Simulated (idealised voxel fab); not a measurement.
process module | voxel transistor to metal
cross-section cut | 215 nm wide | cells 5 nm
A cross-section is a grid of square cells, given in bands from the top down. A band is one or more rows of cells.
Each band's line starts with the height of the band's top and of its bottom, in nm. Then come its materials from left to right, each with its width in nm. One material with "throughout" fills the band from edge to edge. "air" is empty space.
Height 0 is the level under which the wafer as received is all one material. The lowest band goes on downwards, as in "0 down".
A width such as "30 to 40" changes by the same amount from each row of cells to the next, from the band's top row to its bottom row.
"no change" after a step means that no cell of the cross-section changed.
closed voids: empty space of 8 cells or more with no open way to the top, each as width x height at its distance from the left edge, in nm
after a step's settings: what the simulator itself notes on the step
overlay nm, on a step with a mask: how far to the right of its planned place the mask lay; to the left if negative
plan
1 op RECEIVE | material Si
2 op CONFORMAL_DEP | material SiO2 | thk nm 5
3 op CONFORMAL_DEP | material SiN | thk nm 10
4 op DIRECTIONAL_DEP | material aC | thk nm 15
5 op PATTERN | tone cover | mask id ACTIVE | material resist | width nm 115 | thk nm 30 | overlay nm 0
6 op DIRECTIONAL_ETCH | etch materials aC | depth nm 15
7 op STRIP | etch materials resist
8 op DIRECTIONAL_ETCH | etch materials SiN | depth nm 10
9 op DIRECTIONAL_ETCH | etch materials SiO2 | depth nm 5
10 op DIRECTIONAL_ETCH | etch materials Si | depth nm 30
11 op STRIP | etch materials aC
12 op FILL_DEP | material SiO2 | thk nm 10
13 op CMP | height nm 15
14 op SELECTIVE_ETCH | etch materials SiO2 | depth nm 5
15 op STRIP | etch materials SiN
16 op SELECTIVE_ETCH | etch materials SiO2 | depth nm 5
17 op OXIDIZE | depth nm 5
18 op DIRECTIONAL_DEP | material polySi | thk nm 30
19 op DIRECTIONAL_DEP | material SiCN | thk nm 15
20 op MASKED_ETCH | tone cover | mask id GATE | width nm 35 | etch materials SiCN | depth nm 25 | overlay nm 0
21 op MASKED_ETCH | tone cover | mask id GATE | width nm 35 | etch materials polySi | depth nm 40 | overlay nm 0
22 op CONFORMAL_DEP | material SiO2 | thk nm 5
23 op DIRECTIONAL_ETCH | etch materials SiO2 | depth nm 5
24 op CONFORMAL_DEP | material SiN | thk nm 5
25 op DIRECTIONAL_ETCH | etch materials SiN | depth nm 5
26 op DIRECTIONAL_ETCH | etch materials SiO2 | depth nm 5
27 op DIRECTIONAL_ETCH | etch materials Si | depth nm 15
28 op EPI | material pSi | thk nm 20
29 op FILL_DEP | material SiO2 | thk nm 5
30 op CMP | height nm 30
31 op STRIP | etch materials polySi
32 op SELECTIVE_ETCH | etch materials SiO2 | depth nm 5
33 op CONFORMAL_DEP | material HfO2 | thk nm 5
34 op CONFORMAL_DEP | material TiN | thk nm 5
35 op FILL_DEP | material W | thk nm 5
36 op CMP | height nm 25
37 op DIRECTIONAL_DEP | material SiO2 | thk nm 10
38 op MASKED_ETCH | tone open | mask id CONTACT | width nm 20 | pitch nm 85 | etch materials SiO2 | depth nm 20 | overlay nm 0
39 op CONFORMAL_DEP | material TiN | thk nm 5
40 op FILL_DEP | material W | thk nm 5
41 op CMP | height nm 35
42 op DIRECTIONAL_DEP | material TiN | thk nm 5
43 op DIRECTIONAL_DEP | material W | thk nm 15
44 op MASKED_ETCH | tone cover | mask id METAL_1 | width nm 20 | pitch nm 85 | etch materials W | depth nm 15 | overlay nm 0
45 op MASKED_ETCH | tone cover | mask id METAL_1 | width nm 20 | pitch nm 85 | etch materials TiN | depth nm 5 | overlay nm 0
46 op FILL_DEP | material SiO2 | thk nm 5
47 op CMP | height nm 55
48 op CONFORMAL_DEP | material SiN | thk nm 5
first wafer, as planned
as received, after step 1
  0 down: Si throughout
  closed voids: none
after step 2
  5 to 0: SiO2 throughout
  below 0: unchanged
after step 3
  15 to 5: SiN throughout
  below 5: unchanged
after step 4
  30 to 15: aC throughout
  below 15: unchanged
after step 5
  60 to 30: air 50 | resist 115 | air 50
  below 30: unchanged
after step 6
  45 to 30: air 50 | resist 115 | air 50
  30 to 15: air 50 | aC 115 | air 50
  below 15: unchanged
after step 7
  30 to 15: air 50 | aC 115 | air 50
  below 15: unchanged
after step 8
  30 to 15: air 50 | aC 115 | air 50
  15 to 5: air 50 | SiN 115 | air 50
  below 5: unchanged
after step 9
  30 to 15: air 50 | aC 115 | air 50
  15 to 5: air 50 | SiN 115 | air 50
  5 to 0: air 50 | SiO2 115 | air 50
  below 0: unchanged
after step 10
  30 to 15: air 50 | aC 115 | air 50
  15 to 5: air 50 | SiN 115 | air 50
  5 to 0: air 50 | SiO2 115 | air 50
  0 to -30: air 50 | Si 115 | air 50
  below -30: unchanged
after step 11
  15 to 5: air 50 | SiN 115 | air 50
  below 5: unchanged
after step 12
  25 to 15: SiO2 throughout
  15 to 5: SiO2 50 | SiN 115 | SiO2 50
  5 to 0: SiO2 throughout
  0 to -30: SiO2 50 | Si 115 | SiO2 50
  below -30: unchanged
after step 13
  15 to 5: SiO2 50 | SiN 115 | SiO2 50
  below 5: unchanged
after step 14
  15 to 10: air 50 | SiN 115 | air 50
  below 10: unchanged
after step 15
  10 to 5: SiO2 50 | air 115 | SiO2 50
  below 5: unchanged
after step 16
  5 to 0: SiO2 45 | air 125 | SiO2 45
  below 0: unchanged
after step 17
  5 to 0: SiO2 45 | air 125 | SiO2 45
  0 to -5: SiO2 throughout
  below -5: unchanged
after step 18
  35 to 30: polySi 45 | air 125 | polySi 45
  30 to 5: polySi throughout
  5 to 0: SiO2 45 | polySi 125 | SiO2 45
  below 0: unchanged
after step 19
  50 to 45: SiCN 45 | air 125 | SiCN 45
  45 to 35: SiCN throughout
  35 to 30: polySi 45 | SiCN 125 | polySi 45
  below 30: unchanged
after step 20
  45 to 35: air 90 | SiCN 35 | air 90
  35 to 30: polySi 45 | air 45 | SiCN 35 | air 45 | polySi 45
  below 30: unchanged
after step 21
  45 to 30: air 90 | SiCN 35 | air 90
  30 to 5: air 90 | polySi 35 | air 90
  5 to 0: SiO2 45 | air 45 | polySi 35 | air 45 | SiO2 45
  below 0: unchanged
after step 22
  50 to 45: air 85 | SiO2 45 | air 85
  45 to 30: air 85 | SiO2 5 | SiCN 35 | SiO2 5 | air 85
  30 to 10: air 85 | SiO2 5 | polySi 35 | SiO2 5 | air 85
  10 to 5: SiO2 50 | air 35 | SiO2 5 | polySi 35 | SiO2 5 | air 35 | SiO2 50
  5 to 0: SiO2 90 | polySi 35 | SiO2 90
  below 0: unchanged
after step 23
  45 to 30: air 85 | SiO2 5 | SiCN 35 | SiO2 5 | air 85
  30 to 5: air 85 | SiO2 5 | polySi 35 | SiO2 5 | air 85
  5 to 0: SiO2 50 | air 35 | SiO2 5 | polySi 35 | SiO2 5 | air 35 | SiO2 50
  below 0: unchanged
after step 24
  50 to 45: air 80 | SiN 55 | air 80
  45 to 30: air 80 | SiN 5 | SiO2 5 | SiCN 35 | SiO2 5 | SiN 5 | air 80
  30 to 10: air 80 | SiN 5 | SiO2 5 | polySi 35 | SiO2 5 | SiN 5 | air 80
  10 to 5: SiN 55 | air 25 | SiN 5 | SiO2 5 | polySi 35 | SiO2 5 | SiN 5 | air 25 | SiN 55
  5 to 0: SiO2 50 | SiN 35 | SiO2 5 | polySi 35 | SiO2 5 | SiN 35 | SiO2 50
  below 0: unchanged
after step 25
  45 to 30: air 80 | SiN 5 | SiO2 5 | SiCN 35 | SiO2 5 | SiN 5 | air 80
  30 to 5: air 80 | SiN 5 | SiO2 5 | polySi 35 | SiO2 5 | SiN 5 | air 80
  5 to 0: SiO2 50 | SiN 5 | air 25 | SiN 5 | SiO2 5 | polySi 35 | SiO2 5 | SiN 5 | air 25 | SiN 5 | SiO2 50
  below 0: unchanged
after step 26
  45 to 40: air 80 | SiN 5 | air 5 | SiCN 35 | air 5 | SiN 5 | air 80
  40 to 30: air 80 | SiN 5 | SiO2 5 | SiCN 35 | SiO2 5 | SiN 5 | air 80
  30 to 5: air 80 | SiN 5 | SiO2 5 | polySi 35 | SiO2 5 | SiN 5 | air 80
  5 to 0: air 50 | SiN 5 | air 25 | SiN 5 | SiO2 5 | polySi 35 | SiO2 5 | SiN 5 | air 25 | SiN 5 | air 50
  0 to -5: SiO2 55 | air 25 | SiO2 55 | air 25 | SiO2 55
  below -5: unchanged
after step 27
  45 to 40: air 80 | SiN 5 | air 5 | SiCN 35 | air 5 | SiN 5 | air 80
  40 to 30: air 80 | SiN 5 | SiO2 5 | SiCN 35 | SiO2 5 | SiN 5 | air 80
  30 to 5: air 80 | SiN 5 | SiO2 5 | polySi 35 | SiO2 5 | SiN 5 | air 80
  5 to 0: air 50 | SiN 5 | air 25 | SiN 5 | SiO2 5 | polySi 35 | SiO2 5 | SiN 5 | air 25 | SiN 5 | air 50
  0 to -5: SiO2 55 | air 25 | SiO2 55 | air 25 | SiO2 55
  -5 to -20: SiO2 50 | Si 5 | air 25 | Si 55 | air 25 | Si 5 | SiO2 50
  below -20: unchanged
after step 28
  45 to 40: air 80 | SiN 5 | air 5 | SiCN 35 | air 5 | SiN 5 | air 80
  40 to 30: air 80 | SiN 5 | SiO2 5 | SiCN 35 | SiO2 5 | SiN 5 | air 80
  30 to 15: air 80 | SiN 5 | SiO2 5 | polySi 35 | SiO2 5 | SiN 5 | air 80
  15 to 5: air 45 | pSi 35 | SiN 5 | SiO2 5 | polySi 35 | SiO2 5 | SiN 5 | pSi 35 | air 45
  5 to 0: air 45 | pSi 5 | SiN 5 | pSi 25 | SiN 5 | SiO2 5 | polySi 35 | SiO2 5 | SiN 5 | pSi 25 | SiN 5 | pSi 5 | air 45
  0 to -5: SiO2 55 | pSi 25 | SiO2 55 | pSi 25 | SiO2 55
  -5 to -20: SiO2 50 | Si 5 | pSi 25 | Si 55 | pSi 25 | Si 5 | SiO2 50
  below -20: unchanged
after step 29
  50 to 45: SiO2 throughout
  45 to 30: SiO2 80 | SiN 5 | SiO2 5 | SiCN 35 | SiO2 5 | SiN 5 | SiO2 80
  30 to 15: SiO2 80 | SiN 5 | SiO2 5 | polySi 35 | SiO2 5 | SiN 5 | SiO2 80
  15 to 5: SiO2 45 | pSi 35 | SiN 5 | SiO2 5 | polySi 35 | SiO2 5 | SiN 5 | pSi 35 | SiO2 45
  5 to 0: SiO2 45 | pSi 5 | SiN 5 | pSi 25 | SiN 5 | SiO2 5 | polySi 35 | SiO2 5 | SiN 5 | pSi 25 | SiN 5 | pSi 5 | SiO2 45
  below 0: unchanged
after step 30
  30 to 15: SiO2 80 | SiN 5 | SiO2 5 | polySi 35 | SiO2 5 | SiN 5 | SiO2 80
  below 15: unchanged
after step 31
  30 to 15: SiO2 80 | SiN 5 | SiO2 5 | air 35 | SiO2 5 | SiN 5 | SiO2 80
  15 to 5: SiO2 45 | pSi 35 | SiN 5 | SiO2 5 | air 35 | SiO2 5 | SiN 5 | pSi 35 | SiO2 45
  5 to 0: SiO2 45 | pSi 5 | SiN 5 | pSi 25 | SiN 5 | SiO2 5 | air 35 | SiO2 5 | SiN 5 | pSi 25 | SiN 5 | pSi 5 | SiO2 45
  below 0: unchanged
after step 32
  30 to 25: air 80 | SiN 5 | air 45 | SiN 5 | air 80
  25 to 15: SiO2 80 | SiN 5 | air 45 | SiN 5 | SiO2 80
  15 to 5: SiO2 45 | pSi 35 | SiN 5 | air 45 | SiN 5 | pSi 35 | SiO2 45
  5 to 0: SiO2 45 | pSi 5 | SiN 5 | pSi 25 | SiN 5 | air 45 | SiN 5 | pSi 25 | SiN 5 | pSi 5 | SiO2 45
  0 to -5: SiO2 55 | pSi 25 | SiO2 5 | air 45 | SiO2 5 | pSi 25 | SiO2 55
  below -5: unchanged
after step 33
  35 to 30: air 75 | HfO2 15 | air 35 | HfO2 15 | air 75
  30 to 25: HfO2 80 | SiN 5 | HfO2 5 | air 35 | HfO2 5 | SiN 5 | HfO2 80
  25 to 15: SiO2 80 | SiN 5 | HfO2 5 | air 35 | HfO2 5 | SiN 5 | SiO2 80
  15 to 5: SiO2 45 | pSi 35 | SiN 5 | HfO2 5 | air 35 | HfO2 5 | SiN 5 | pSi 35 | SiO2 45
  5 to 0: SiO2 45 | pSi 5 | SiN 5 | pSi 25 | SiN 5 | HfO2 5 | air 35 | HfO2 5 | SiN 5 | pSi 25 | SiN 5 | pSi 5 | SiO2 45
  0 to -5: SiO2 55 | pSi 25 | SiO2 5 | HfO2 45 | SiO2 5 | pSi 25 | SiO2 55
  below -5: unchanged
after step 34
  40 to 35: air 70 | TiN 25 | air 25 | TiN 25 | air 70
  35 to 30: TiN 75 | HfO2 15 | TiN 5 | air 25 | TiN 5 | HfO2 15 | TiN 75
  30 to 25: HfO2 80 | SiN 5 | HfO2 5 | TiN 5 | air 25 | TiN 5 | HfO2 5 | SiN 5 | HfO2 80
  25 to 15: SiO2 80 | SiN 5 | HfO2 5 | TiN 5 | air 25 | TiN 5 | HfO2 5 | SiN 5 | SiO2 80
  15 to 5: SiO2 45 | pSi 35 | SiN 5 | HfO2 5 | TiN 5 | air 25 | TiN 5 | HfO2 5 | SiN 5 | pSi 35 | SiO2 45
  5 to 0: SiO2 45 | pSi 5 | SiN 5 | pSi 25 | SiN 5 | HfO2 5 | TiN 35 | HfO2 5 | SiN 5 | pSi 25 | SiN 5 | pSi 5 | SiO2 45
  below 0: unchanged
after step 35
  45 to 40: W throughout
  40 to 35: W 70 | TiN 25 | W 25 | TiN 25 | W 70
  35 to 30: TiN 75 | HfO2 15 | TiN 5 | W 25 | TiN 5 | HfO2 15 | TiN 75
  30 to 25: HfO2 80 | SiN 5 | HfO2 5 | TiN 5 | W 25 | TiN 5 | HfO2 5 | SiN 5 | HfO2 80
  25 to 15: SiO2 80 | SiN 5 | HfO2 5 | TiN 5 | W 25 | TiN 5 | HfO2 5 | SiN 5 | SiO2 80
  15 to 5: SiO2 45 | pSi 35 | SiN 5 | HfO2 5 | TiN 5 | W 25 | TiN 5 | HfO2 5 | SiN 5 | pSi 35 | SiO2 45
  below 5: unchanged
after step 36
  25 to 15: SiO2 80 | SiN 5 | HfO2 5 | TiN 5 | W 25 | TiN 5 | HfO2 5 | SiN 5 | SiO2 80
  below 15: unchanged
after step 37
  35 to 25: SiO2 throughout
  below 25: unchanged
after step 38
  35 to 25: SiO2 55 | air 20 | SiO2 65 | air 20 | SiO2 55
  25 to 15: SiO2 55 | air 20 | SiO2 5 | SiN 5 | HfO2 5 | TiN 5 | W 25 | TiN 5 | HfO2 5 | SiN 5 | SiO2 5 | air 20 | SiO2 55
  below 15: unchanged
after step 39
  40 to 35: TiN 60 | air 10 | TiN 75 | air 10 | TiN 60
  35 to 25: SiO2 55 | TiN 5 | air 10 | TiN 5 | SiO2 65 | TiN 5 | air 10 | TiN 5 | SiO2 55
  25 to 20: SiO2 55 | TiN 5 | air 10 | TiN 5 | SiO2 5 | SiN 5 | HfO2 5 | TiN 5 | W 25 | TiN 5 | HfO2 5 | SiN 5 | SiO2 5 | TiN 5 | air 10 | TiN 5 | SiO2 55
  20 to 15: SiO2 55 | TiN 20 | SiO2 5 | SiN 5 | HfO2 5 | TiN 5 | W 25 | TiN 5 | HfO2 5 | SiN 5 | SiO2 5 | TiN 20 | SiO2 55
  below 15: unchanged
after step 40
  45 to 40: W throughout
  40 to 35: TiN 60 | W 10 | TiN 75 | W 10 | TiN 60
  35 to 25: SiO2 55 | TiN 5 | W 10 | TiN 5 | SiO2 65 | TiN 5 | W 10 | TiN 5 | SiO2 55
  25 to 20: SiO2 55 | TiN 5 | W 10 | TiN 5 | SiO2 5 | SiN 5 | HfO2 5 | TiN 5 | W 25 | TiN 5 | HfO2 5 | SiN 5 | SiO2 5 | TiN 5 | W 10 | TiN 5 | SiO2 55
  below 20: unchanged
after step 41
  35 to 25: SiO2 55 | TiN 5 | W 10 | TiN 5 | SiO2 65 | TiN 5 | W 10 | TiN 5 | SiO2 55
  below 25: unchanged
after step 42
  40 to 35: TiN throughout
  below 35: unchanged
after step 43
  55 to 40: W throughout
  below 40: unchanged
after step 44
  55 to 40: air 55 | W 20 | air 65 | W 20 | air 55
  below 40: unchanged
after step 45
  55 to 40: air 55 | W 20 | air 65 | W 20 | air 55
  40 to 35: air 55 | TiN 20 | air 65 | TiN 20 | air 55
  below 35: unchanged
after step 46
  60 to 55: SiO2 throughout
  55 to 40: SiO2 55 | W 20 | SiO2 65 | W 20 | SiO2 55
  40 to 35: SiO2 55 | TiN 20 | SiO2 65 | TiN 20 | SiO2 55
  below 35: unchanged
after step 47
  55 to 40: SiO2 55 | W 20 | SiO2 65 | W 20 | SiO2 55
  below 40: unchanged
after step 48
  60 to 55: SiN throughout
  below 55: unchanged
second wafer: like start, like plan, one mistake. Through step 4 it matches the first wafer
when step 5 should have ended
  60 to 30: resist 50 | air 115 | resist 50
  below 30: unchanged
when step 6 should have ended
  45 to 30: resist 50 | air 115 | resist 50
  30 to 15: aC 50 | air 115 | aC 50
  below 15: unchanged
when step 7 should have ended
  30 to 15: aC 50 | air 115 | aC 50
  below 15: unchanged
when step 8 should have ended
  30 to 15: aC 50 | air 115 | aC 50
  15 to 5: SiN 50 | air 115 | SiN 50
  below 5: unchanged
when step 9 should have ended
  30 to 15: aC 50 | air 115 | aC 50
  15 to 5: SiN 50 | air 115 | SiN 50
  5 to 0: SiO2 50 | air 115 | SiO2 50
  below 0: unchanged
when step 10 should have ended
  30 to 15: aC 50 | air 115 | aC 50
  15 to 5: SiN 50 | air 115 | SiN 50
  5 to 0: SiO2 50 | air 115 | SiO2 50
  0 to -30: Si 50 | air 115 | Si 50
  below -30: unchanged
when step 11 should have ended
  15 to 5: SiN 50 | air 115 | SiN 50
  below 5: unchanged
when step 12 should have ended
  25 to 15: SiO2 throughout
  15 to 5: SiN 50 | SiO2 115 | SiN 50
  5 to 0: SiO2 throughout
  0 to -30: Si 50 | SiO2 115 | Si 50
  below -30: unchanged
when step 13 should have ended
  15 to 5: SiN 50 | SiO2 115 | SiN 50
  below 5: unchanged
when step 14 should have ended
  15 to 10: SiN 50 | air 115 | SiN 50
  below 10: unchanged
when step 15 should have ended
  10 to 5: air 50 | SiO2 115 | air 50
  below 5: unchanged
when step 16 should have ended
  5 to 0: air 55 | SiO2 105 | air 55
  below 0: unchanged
when step 17 should have ended
  5 to 0: air 55 | SiO2 105 | air 55
  0 to -5: SiO2 throughout
  below -5: unchanged
when step 18 should have ended
  35 to 30: air 55 | polySi 105 | air 55
  30 to 5: polySi throughout
  5 to 0: polySi 55 | SiO2 105 | polySi 55
  below 0: unchanged
when step 19 should have ended
  50 to 45: air 55 | SiCN 105 | air 55
  45 to 35: SiCN throughout
  35 to 30: SiCN 55 | polySi 105 | SiCN 55
  below 30: unchanged
when step 20 should have ended
  50 to 35: air 90 | SiCN 35 | air 90
  35 to 30: air 55 | polySi 105 | air 55
  below 30: unchanged
when step 21 should have ended
  50 to 35: air 90 | SiCN 35 | air 90
  35 to 5: air 90 | polySi 35 | air 90
  5 to 0: air 55 | SiO2 105 | air 55
  below 0: unchanged
when step 22 should have ended
  55 to 50: air 85 | SiO2 45 | air 85
  50 to 35: air 85 | SiO2 5 | SiCN 35 | SiO2 5 | air 85
  35 to 10: air 85 | SiO2 5 | polySi 35 | SiO2 5 | air 85
  10 to 5: air 50 | SiO2 40 | polySi 35 | SiO2 40 | air 50
  5 to -5: SiO2 throughout
  below -5: unchanged
when step 23 should have ended
  50 to 35: air 85 | SiO2 5 | SiCN 35 | SiO2 5 | air 85
  35 to 5: air 85 | SiO2 5 | polySi 35 | SiO2 5 | air 85
  5 to 0: air 50 | SiO2 115 | air 50
  below 0: unchanged
when step 24 should have ended
  55 to 50: air 80 | SiN 55 | air 80
  50 to 35: air 80 | SiN 5 | SiO2 5 | SiCN 35 | SiO2 5 | SiN 5 | air 80
  35 to 10: air 80 | SiN 5 | SiO2 5 | polySi 35 | SiO2 5 | SiN 5 | air 80
  10 to 5: air 45 | SiN 40 | SiO2 5 | polySi 35 | SiO2 5 | SiN 40 | air 45
  5 to 0: SiN 50 | SiO2 115 | SiN 50
  below 0: unchanged
when step 25 should have ended
  50 to 35: air 80 | SiN 5 | SiO2 5 | SiCN 35 | SiO2 5 | SiN 5 | air 80
  35 to 5: air 80 | SiN 5 | SiO2 5 | polySi 35 | SiO2 5 | SiN 5 | air 80
  5 to 0: air 45 | SiN 5 | SiO2 115 | SiN 5 | air 45
  below 0: unchanged
when step 26 should have ended
  50 to 45: air 80 | SiN 5 | air 5 | SiCN 35 | air 5 | SiN 5 | air 80
  45 to 35: air 80 | SiN 5 | SiO2 5 | SiCN 35 | SiO2 5 | SiN 5 | air 80
  35 to 5: air 80 | SiN 5 | SiO2 5 | polySi 35 | SiO2 5 | SiN 5 | air 80
  5 to 0: air 45 | SiN 5 | air 30 | SiO2 55 | air 30 | SiN 5 | air 45
  0 to -5: air 45 | SiO2 125 | air 45
  below -5: unchanged
when step 27 should have ended
  50 to 45: air 80 | SiN 5 | air 5 | SiCN 35 | air 5 | SiN 5 | air 80
  45 to 35: air 80 | SiN 5 | SiO2 5 | SiCN 35 | SiO2 5 | SiN 5 | air 80
  35 to 5: air 80 | SiN 5 | SiO2 5 | polySi 35 | SiO2 5 | SiN 5 | air 80
  5 to 0: air 45 | SiN 5 | air 30 | SiO2 55 | air 30 | SiN 5 | air 45
  0 to -5: air 45 | SiO2 125 | air 45
  -5 to -20: air 45 | Si 5 | SiO2 115 | Si 5 | air 45
  below -20: unchanged
when step 28 should have ended
  50 to 45: air 80 | SiN 5 | air 5 | SiCN 35 | air 5 | SiN 5 | air 80
  45 to 35: air 80 | SiN 5 | SiO2 5 | SiCN 35 | SiO2 5 | SiN 5 | air 80
  35 to 15: air 80 | SiN 5 | SiO2 5 | polySi 35 | SiO2 5 | SiN 5 | air 80
  15 to 5: air 25 | pSi 30 | air 25 | SiN 5 | SiO2 5 | polySi 35 | SiO2 5 | SiN 5 | air 25 | pSi 30 | air 25
  5 to 0: air 25 | pSi 20 | SiN 5 | pSi 5 | air 25 | SiO2 55 | air 25 | pSi 5 | SiN 5 | pSi 20 | air 25
  0 to -5: pSi 45 | SiO2 125 | pSi 45
  -5 to -20: pSi 45 | Si 5 | SiO2 115 | Si 5 | pSi 45
  below -20: unchanged
when step 29 should have ended
  55 to 50: SiO2 throughout
  50 to 35: SiO2 80 | SiN 5 | SiO2 5 | SiCN 35 | SiO2 5 | SiN 5 | SiO2 80
  35 to 15: SiO2 80 | SiN 5 | SiO2 5 | polySi 35 | SiO2 5 | SiN 5 | SiO2 80
  15 to 5: SiO2 25 | pSi 30 | SiO2 25 | SiN 5 | SiO2 5 | polySi 35 | SiO2 5 | SiN 5 | SiO2 25 | pSi 30 | SiO2 25
  5 to 0: SiO2 25 | pSi 20 | SiN 5 | pSi 5 | SiO2 105 | pSi 5 | SiN 5 | pSi 20 | SiO2 25
  below 0: unchanged
when step 30 should have ended
  30 to 15: SiO2 80 | SiN 5 | SiO2 5 | polySi 35 | SiO2 5 | SiN 5 | SiO2 80
  below 15: unchanged
when step 31 should have ended
  30 to 15: SiO2 80 | SiN 5 | SiO2 5 | air 35 | SiO2 5 | SiN 5 | SiO2 80
  15 to 5: SiO2 25 | pSi 30 | SiO2 25 | SiN 5 | SiO2 5 | air 35 | SiO2 5 | SiN 5 | SiO2 25 | pSi 30 | SiO2 25
  below 5: unchanged
when step 32 should have ended
  30 to 25: air 80 | SiN 5 | air 45 | SiN 5 | air 80
  25 to 15: SiO2 80 | SiN 5 | air 45 | SiN 5 | SiO2 80
  15 to 5: SiO2 25 | pSi 30 | SiO2 25 | SiN 5 | air 45 | SiN 5 | SiO2 25 | pSi 30 | SiO2 25
  5 to 0: SiO2 25 | pSi 20 | SiN 5 | pSi 5 | SiO2 30 | air 45 | SiO2 30 | pSi 5 | SiN 5 | pSi 20 | SiO2 25
  below 0: unchanged
when step 33 should have ended
  35 to 30: air 75 | HfO2 15 | air 35 | HfO2 15 | air 75
  30 to 25: HfO2 80 | SiN 5 | HfO2 5 | air 35 | HfO2 5 | SiN 5 | HfO2 80
  25 to 15: SiO2 80 | SiN 5 | HfO2 5 | air 35 | HfO2 5 | SiN 5 | SiO2 80
  15 to 5: SiO2 25 | pSi 30 | SiO2 25 | SiN 5 | HfO2 5 | air 35 | HfO2 5 | SiN 5 | SiO2 25 | pSi 30 | SiO2 25
  5 to 0: SiO2 25 | pSi 20 | SiN 5 | pSi 5 | SiO2 30 | HfO2 45 | SiO2 30 | pSi 5 | SiN 5 | pSi 20 | SiO2 25
  below 0: unchanged
when step 34 should have ended
  40 to 35: air 70 | TiN 25 | air 25 | TiN 25 | air 70
  35 to 30: TiN 75 | HfO2 15 | TiN 5 | air 25 | TiN 5 | HfO2 15 | TiN 75
  30 to 25: HfO2 80 | SiN 5 | HfO2 5 | TiN 5 | air 25 | TiN 5 | HfO2 5 | SiN 5 | HfO2 80
  25 to 15: SiO2 80 | SiN 5 | HfO2 5 | TiN 5 | air 25 | TiN 5 | HfO2 5 | SiN 5 | SiO2 80
  15 to 10: SiO2 25 | pSi 30 | SiO2 25 | SiN 5 | HfO2 5 | TiN 5 | air 25 | TiN 5 | HfO2 5 | SiN 5 | SiO2 25 | pSi 30 | SiO2 25
  10 to 5: SiO2 25 | pSi 30 | SiO2 25 | SiN 5 | HfO2 5 | TiN 35 | HfO2 5 | SiN 5 | SiO2 25 | pSi 30 | SiO2 25
  below 5: unchanged
when step 35 should have ended
  45 to 40: W throughout
  40 to 35: W 70 | TiN 25 | W 25 | TiN 25 | W 70
  35 to 30: TiN 75 | HfO2 15 | TiN 5 | W 25 | TiN 5 | HfO2 15 | TiN 75
  30 to 25: HfO2 80 | SiN 5 | HfO2 5 | TiN 5 | W 25 | TiN 5 | HfO2 5 | SiN 5 | HfO2 80
  25 to 15: SiO2 80 | SiN 5 | HfO2 5 | TiN 5 | W 25 | TiN 5 | HfO2 5 | SiN 5 | SiO2 80
  15 to 10: SiO2 25 | pSi 30 | SiO2 25 | SiN 5 | HfO2 5 | TiN 5 | W 25 | TiN 5 | HfO2 5 | SiN 5 | SiO2 25 | pSi 30 | SiO2 25
  below 10: unchanged
when step 36 should have ended
  25 to 15: SiO2 80 | SiN 5 | HfO2 5 | TiN 5 | W 25 | TiN 5 | HfO2 5 | SiN 5 | SiO2 80
  below 15: unchanged
when step 37 should have ended
  35 to 25: SiO2 throughout
  below 25: unchanged
when step 38 should have ended
  35 to 25: SiO2 55 | air 20 | SiO2 65 | air 20 | SiO2 55
  25 to 15: SiO2 55 | air 20 | SiO2 5 | SiN 5 | HfO2 5 | TiN 5 | W 25 | TiN 5 | HfO2 5 | SiN 5 | SiO2 5 | air 20 | SiO2 55
  below 15: unchanged
when step 39 should have ended
  40 to 35: TiN 60 | air 10 | TiN 75 | air 10 | TiN 60
  35 to 25: SiO2 55 | TiN 5 | air 10 | TiN 5 | SiO2 65 | TiN 5 | air 10 | TiN 5 | SiO2 55
  25 to 20: SiO2 55 | TiN 5 | air 10 | TiN 5 | SiO2 5 | SiN 5 | HfO2 5 | TiN 5 | W 25 | TiN 5 | HfO2 5 | SiN 5 | SiO2 5 | TiN 5 | air 10 | TiN 5 | SiO2 55
  20 to 15: SiO2 55 | TiN 20 | SiO2 5 | SiN 5 | HfO2 5 | TiN 5 | W 25 | TiN 5 | HfO2 5 | SiN 5 | SiO2 5 | TiN 20 | SiO2 55
  below 15: unchanged
when step 40 should have ended
  45 to 40: W throughout
  40 to 35: TiN 60 | W 10 | TiN 75 | W 10 | TiN 60
  35 to 25: SiO2 55 | TiN 5 | W 10 | TiN 5 | SiO2 65 | TiN 5 | W 10 | TiN 5 | SiO2 55
  25 to 20: SiO2 55 | TiN 5 | W 10 | TiN 5 | SiO2 5 | SiN 5 | HfO2 5 | TiN 5 | W 25 | TiN 5 | HfO2 5 | SiN 5 | SiO2 5 | TiN 5 | W 10 | TiN 5 | SiO2 55
  below 20: unchanged
when step 41 should have ended
  35 to 25: SiO2 55 | TiN 5 | W 10 | TiN 5 | SiO2 65 | TiN 5 | W 10 | TiN 5 | SiO2 55
  below 25: unchanged
when step 42 should have ended
  40 to 35: TiN throughout
  below 35: unchanged
when step 43 should have ended
  55 to 40: W throughout
  below 40: unchanged
when step 44 should have ended
  55 to 40: air 55 | W 20 | air 65 | W 20 | air 55
  below 40: unchanged
when step 45 should have ended
  55 to 40: air 55 | W 20 | air 65 | W 20 | air 55
  40 to 35: air 55 | TiN 20 | air 65 | TiN 20 | air 55
  below 35: unchanged
when step 46 should have ended
  60 to 55: SiO2 throughout
  55 to 40: SiO2 55 | W 20 | SiO2 65 | W 20 | SiO2 55
  40 to 35: SiO2 55 | TiN 20 | SiO2 65 | TiN 20 | SiO2 55
  below 35: unchanged
when step 47 should have ended
  55 to 40: SiO2 55 | W 20 | SiO2 65 | W 20 | SiO2 55
  below 40: unchanged
when step 48 should have ended
  60 to 55: SiN throughout
  below 55: unchanged
what went wrong: step 5 ran as: op PATTERN | tone open | mask id ACTIVE | material resist | width nm 115 | thk nm 30 | overlay nm 0
at the end the second wafer has, in cells: 2 fewer of HfO2 | 39 fewer of Si | 2 fewer of SiN | 24 more of SiO2 | 2 fewer of TiN | 5 fewer of W | 26 more of pSi
